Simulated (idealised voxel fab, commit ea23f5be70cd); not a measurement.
voxel self aligned contacts: a process module
Cross-section cut: width 250 nm, square cells of 5 nm.
Just so we're on the same page, the cross-sections are grids of square cells, and they're listed out in bands top to bottom, each band one or more rows deep. First you get the band's top height and its bottom height, in nm, and then the materials it's made of, left to right, with each width in nm. If you see a single material with "throughout", that one covers the band edge to edge. "empty" is empty space. Counting heights begins at 0, where everything beneath is, in the wafer as received, one material. The lowest band has no bottom; it goes on downwards, as "top 0, no bottom" shows. Per-row width for "30..40": begins at first number (top row of band), ends at second number (bottom row), increment between rows held constant. Step marked "remained unchanged"? Then no cell in the cross-section changed in it. Reported under the label "Closed internal cavities" are the empty spaces having no open way to the top and comprising 8 cells or more; the notation for each is width x height at distance, in which the distance is measured from the left edge and all three values are in nm. after a step's settings: what the simulator itself notes on the step. A step's line can hold "overlay nm"; with a mask on that step, the setting says how far right of the planned place the mask lay, while a negative setting says it lay to the left.

The following list gives the planned process steps
step 1: RECEIVE, material Si
step 2: OXIDIZE, depth nm 5
step 3: DIRECTIONAL_DEP, material polySi, thk nm 30
step 4: DIRECTIONAL_DEP, material SiN, thk nm 20
step 5: PATTERN, tone cover, mask id GATE, material resist, width nm 25, pitch nm 60, thk nm 15, overlay nm 0
step 6: DIRECTIONAL_ETCH, etch materials SiN, depth nm 20
step 7: DIRECTIONAL_ETCH, etch materials polySi, depth nm 30
step 8: STRIP, etch materials resist
step 9: CONFORMAL_DEP, material SiN, thk nm 10
step 10: DIRECTIONAL_ETCH, etch materials SiN, depth nm 10
step 11: FILL_DEP, material SiO2, thk nm 10
step 12: CMP, height nm 55
step 13: DIRECTIONAL_DEP, material aC, thk nm 15
step 14: PATTERN, tone open, mask id CONTACT, material resist, width nm 45, thk nm 35, overlay nm 0
step 15: DIRECTIONAL_ETCH, etch materials aC, depth nm 15
step 16: STRIP, etch materials resist
step 17: DIRECTIONAL_ETCH, etch materials SiO2, depth nm 60
step 18: STRIP, etch materials aC
step 19: CONFORMAL_DEP, material TiN, thk nm 5
step 20: FILL_DEP, material W, thk nm 10
step 21: CMP, height nm 55
step 22: CONFORMAL_DEP, material SiCN, thk nm 5

The first of two wafers, run as planned

Incoming wafer, cross-sectional view, post step 1
top 0, no bottom  Si throughout
Closed internal cavities: none

Cross-sectional representation of the wafer at the conclusion of step 2
top 0, bottom -5  SiO2 throughout
Beneath the level -5, the cross-section is identical to its previous state.

Cross-sectional representation of the wafer at the conclusion of step 3
top 30, bottom 0  polySi throughout
Beneath the level 0, the cross-section is identical to its previous state.

Cross-sectional representation of the wafer at the conclusion of step 4
top 50, bottom 30  SiN throughout
Beneath the level 30, the cross-section is identical to its previous state.

Cross-sectional representation of the wafer at the conclusion of step 5
top 65, bottom 50  80 nm empty | 25 nm resist | 35 nm empty | 25 nm resist | 85 nm empty
Beneath the level 50, the cross-section is identical to its previous state.

Cross-sectional representation of the wafer at the conclusion of step 6
top 65, bottom 50  80 nm empty | 25 nm resist | 35 nm empty | 25 nm resist | 85 nm empty
top 50, bottom 30  80 nm empty | 25 nm SiN | 35 nm empty | 25 nm SiN | 85 nm empty
Beneath the level 30, the cross-section is identical to its previous state.

Cross-sectional representation of the wafer at the conclusion of step 7
top 65, bottom 50  80 nm empty | 25 nm resist | 35 nm empty | 25 nm resist | 85 nm empty
top 50, bottom 30  80 nm empty | 25 nm SiN | 35 nm empty | 25 nm SiN | 85 nm empty
top 30, bottom 0  80 nm empty | 25 nm polySi | 35 nm empty | 25 nm polySi | 85 nm empty
Beneath the level 0, the cross-section is identical to its previous state.

Cross-sectional representation of the wafer at the conclusion of step 8
top 50, bottom 30  80 nm empty | 25 nm SiN | 35 nm empty | 25 nm SiN | 85 nm empty
Beneath the level 30, the cross-section is identical to its previous state.

Cross-sectional representation of the wafer at the conclusion of step 9
top 60, bottom 30  70 nm empty | 45 nm SiN | 15 nm empty | 45 nm SiN | 75 nm empty
top 30, bottom 10  70 nm empty | 10 nm SiN | 25 nm polySi | 10 nm SiN | 15 nm empty | 10 nm SiN | 25 nm polySi | 10 nm SiN | 75 nm empty
top 10, bottom 0  80 nm SiN | 25 nm polySi | 35 nm SiN | 25 nm polySi | 85 nm SiN
Beneath the level 0, the cross-section is identical to its previous state.

Cross-sectional representation of the wafer at the conclusion of step 10
top 50, bottom 30  70 nm empty | 45 nm SiN | 15 nm empty | 45 nm SiN | 75 nm empty
top 30, bottom 0  70 nm empty | 10 nm SiN | 25 nm polySi | 10 nm SiN | 15 nm empty | 10 nm SiN | 25 nm polySi | 10 nm SiN | 75 nm empty
Beneath the level 0, the cross-section is identical to its previous state.

Cross-sectional representation of the wafer at the conclusion of step 11
top 60, bottom 50  SiO2 throughout
top 50, bottom 30  70 nm SiO2 | 45 nm SiN | 15 nm SiO2 | 45 nm SiN | 75 nm SiO2
top 30, bottom 0  70 nm SiO2 | 10 nm SiN | 25 nm polySi | 10 nm SiN | 15 nm SiO2 | 10 nm SiN | 25 nm polySi | 10 nm SiN | 75 nm SiO2
Beneath the level 0, the cross-section is identical to its previous state.

Cross-sectional representation of the wafer at the conclusion of step 12
top 55, bottom 50  SiO2 throughout
Beneath the level 50, the cross-section is identical to its previous state.

Cross-sectional representation of the wafer at the conclusion of step 13
top 70, bottom 55  aC throughout
Beneath the level 55, the cross-section is identical to its previous state.

Cross-sectional representation of the wafer at the conclusion of step 14
top 105, bottom 70  100 nm resist | 45 nm empty | 105 nm resist
Beneath the level 70, the cross-section is identical to its previous state.

Cross-sectional representation of the wafer at the conclusion of step 15
top 90, bottom 70  100 nm resist | 45 nm empty | 105 nm resist
top 70, bottom 55  100 nm aC | 45 nm empty | 105 nm aC
Beneath the level 55, the cross-section is identical to its previous state.

Cross-sectional representation of the wafer at the conclusion of step 16
top 70, bottom 55  100 nm aC | 45 nm empty | 105 nm aC
Beneath the level 55, the cross-section is identical to its previous state.

Cross-sectional representation of the wafer at the conclusion of step 17
top 70, bottom 55  100 nm aC | 45 nm empty | 105 nm aC
top 55, bottom 50  100 nm SiO2 | 45 nm empty | 105 nm SiO2
top 50, bottom 30  70 nm SiO2 | 45 nm SiN | 15 nm empty | 45 nm SiN | 75 nm SiO2
top 30, bottom 0  70 nm SiO2 | 10 nm SiN | 25 nm polySi | 10 nm SiN | 15 nm empty | 10 nm SiN | 25 nm polySi | 10 nm SiN | 75 nm SiO2
top 0, bottom -5  115 nm SiO2 | 15 nm empty | 120 nm SiO2
Beneath the level -5, the cross-section is identical to its previous state.

Cross-sectional representation of the wafer at the conclusion of step 18
top 55, bottom 50  100 nm SiO2 | 45 nm empty | 105 nm SiO2
Beneath the level 50, the cross-section is identical to its previous state.

Cross-sectional representation of the wafer at the conclusion of step 19
top 60, bottom 55  105 nm TiN | 35 nm empty | 110 nm TiN
top 55, bottom 50  100 nm SiO2 | 20 nm TiN | 5 nm empty | 20 nm TiN | 105 nm SiO2
top 50, bottom 30  70 nm SiO2 | 45 nm SiN | 5 nm TiN | 5 nm empty | 5 nm TiN | 45 nm SiN | 75 nm SiO2
top 30, bottom 0  70 nm SiO2 | 10 nm SiN | 25 nm polySi | 10 nm SiN | 5 nm TiN | 5 nm empty | 5 nm TiN | 10 nm SiN | 25 nm polySi | 10 nm SiN | 75 nm SiO2
top 0, bottom -5  115 nm SiO2 | 15 nm TiN | 120 nm SiO2
Beneath the level -5, the cross-section is identical to its previous state.

Cross-sectional representation of the wafer at the conclusion of step 20
top 70, bottom 60  W throughout
top 60, bottom 55  105 nm TiN | 35 nm W | 110 nm TiN
top 55, bottom 50  100 nm SiO2 | 20 nm TiN | 5 nm W | 20 nm TiN | 105 nm SiO2
top 50, bottom 30  70 nm SiO2 | 45 nm SiN | 5 nm TiN | 5 nm W | 5 nm TiN | 45 nm SiN | 75 nm SiO2
top 30, bottom 0  70 nm SiO2 | 10 nm SiN | 25 nm polySi | 10 nm SiN | 5 nm TiN | 5 nm W | 5 nm TiN | 10 nm SiN | 25 nm polySi | 10 nm SiN | 75 nm SiO2
Beneath the level 0, the cross-section is identical to its previous state.

Cross-sectional representation of the wafer at the conclusion of step 21
top 55, bottom 50  100 nm SiO2 | 20 nm TiN | 5 nm W | 20 nm TiN | 105 nm SiO2
Beneath the level 50, the cross-section is identical to its previous state.

Cross-sectional representation of the wafer at the conclusion of step 22
top 60, bottom 55  SiCN throughout
Beneath the level 55, the cross-section is identical to its previous state.

Wafer two: like wafer one in start and plan, but with one mistake in execution; identical up to and including step 13

Look at the second wafer in cross-section at the time step 14 ought to have finished
top 105, bottom 70  90 nm resist | 45 nm empty | 115 nm resist
Beneath the level 70, the cross-section is identical to its previous state.

Look at the second wafer in cross-section at the time step 15 ought to have finished
top 90, bottom 70  90 nm resist | 45 nm empty | 115 nm resist
top 70, bottom 55  90 nm aC | 45 nm empty | 115 nm aC
Beneath the level 55, the cross-section is identical to its previous state.

Look at the second wafer in cross-section at the time step 16 ought to have finished
top 70, bottom 55  90 nm aC | 45 nm empty | 115 nm aC
Beneath the level 55, the cross-section is identical to its previous state.

Look at the second wafer in cross-section at the time step 17 ought to have finished
top 70, bottom 55  90 nm aC | 45 nm empty | 115 nm aC
top 55, bottom 50  90 nm SiO2 | 45 nm empty | 115 nm SiO2
top 50, bottom 30  70 nm SiO2 | 45 nm SiN | 15 nm empty | 45 nm SiN | 75 nm SiO2
top 30, bottom 0  70 nm SiO2 | 10 nm SiN | 25 nm polySi | 10 nm SiN | 15 nm empty | 10 nm SiN | 25 nm polySi | 10 nm SiN | 75 nm SiO2
top 0, bottom -5  115 nm SiO2 | 15 nm empty | 120 nm SiO2
Beneath the level -5, the cross-section is identical to its previous state.

Look at the second wafer in cross-section at the time step 18 ought to have finished
top 55, bottom 50  90 nm SiO2 | 45 nm empty | 115 nm SiO2
Beneath the level 50, the cross-section is identical to its previous state.

Look at the second wafer in cross-section at the time step 19 ought to have finished
top 60, bottom 55  95 nm TiN | 35 nm empty | 120 nm TiN
top 55, bottom 50  90 nm SiO2 | 30 nm TiN | 5 nm empty | 10 nm TiN | 115 nm SiO2
top 50, bottom 30  70 nm SiO2 | 45 nm SiN | 5 nm TiN | 5 nm empty | 5 nm TiN | 45 nm SiN | 75 nm SiO2
top 30, bottom 0  70 nm SiO2 | 10 nm SiN | 25 nm polySi | 10 nm SiN | 5 nm TiN | 5 nm empty | 5 nm TiN | 10 nm SiN | 25 nm polySi | 10 nm SiN | 75 nm SiO2
top 0, bottom -5  115 nm SiO2 | 15 nm TiN | 120 nm SiO2
Beneath the level -5, the cross-section is identical to its previous state.

Look at the second wafer in cross-section at the time step 20 ought to have finished
top 70, bottom 60  W throughout
top 60, bottom 55  95 nm TiN | 35 nm W | 120 nm TiN
top 55, bottom 50  90 nm SiO2 | 30 nm TiN | 5 nm W | 10 nm TiN | 115 nm SiO2
top 50, bottom 30  70 nm SiO2 | 45 nm SiN | 5 nm TiN | 5 nm W | 5 nm TiN | 45 nm SiN | 75 nm SiO2
top 30, bottom 0  70 nm SiO2 | 10 nm SiN | 25 nm polySi | 10 nm SiN | 5 nm TiN | 5 nm W | 5 nm TiN | 10 nm SiN | 25 nm polySi | 10 nm SiN | 75 nm SiO2
Beneath the level 0, the cross-section is identical to its previous state.

Look at the second wafer in cross-section at the time step 21 ought to have finished
top 55, bottom 50  90 nm SiO2 | 30 nm TiN | 5 nm W | 10 nm TiN | 115 nm SiO2
Beneath the level 50, the cross-section is identical to its previous state.

Look at the second wafer in cross-section at the time step 22 ought to have finished
top 60, bottom 55  SiCN throughout
Beneath the level 55, the cross-section is identical to its previous state.
The plan and the run diverged here: step 14 ran with different settings than intended, the actual operation and settings being PATTERN, tone open, mask id CONTACT, material resist, width nm 45, thk nm 35, overlay nm -10
Both wafers, final: cells per material equal; arrangement not.
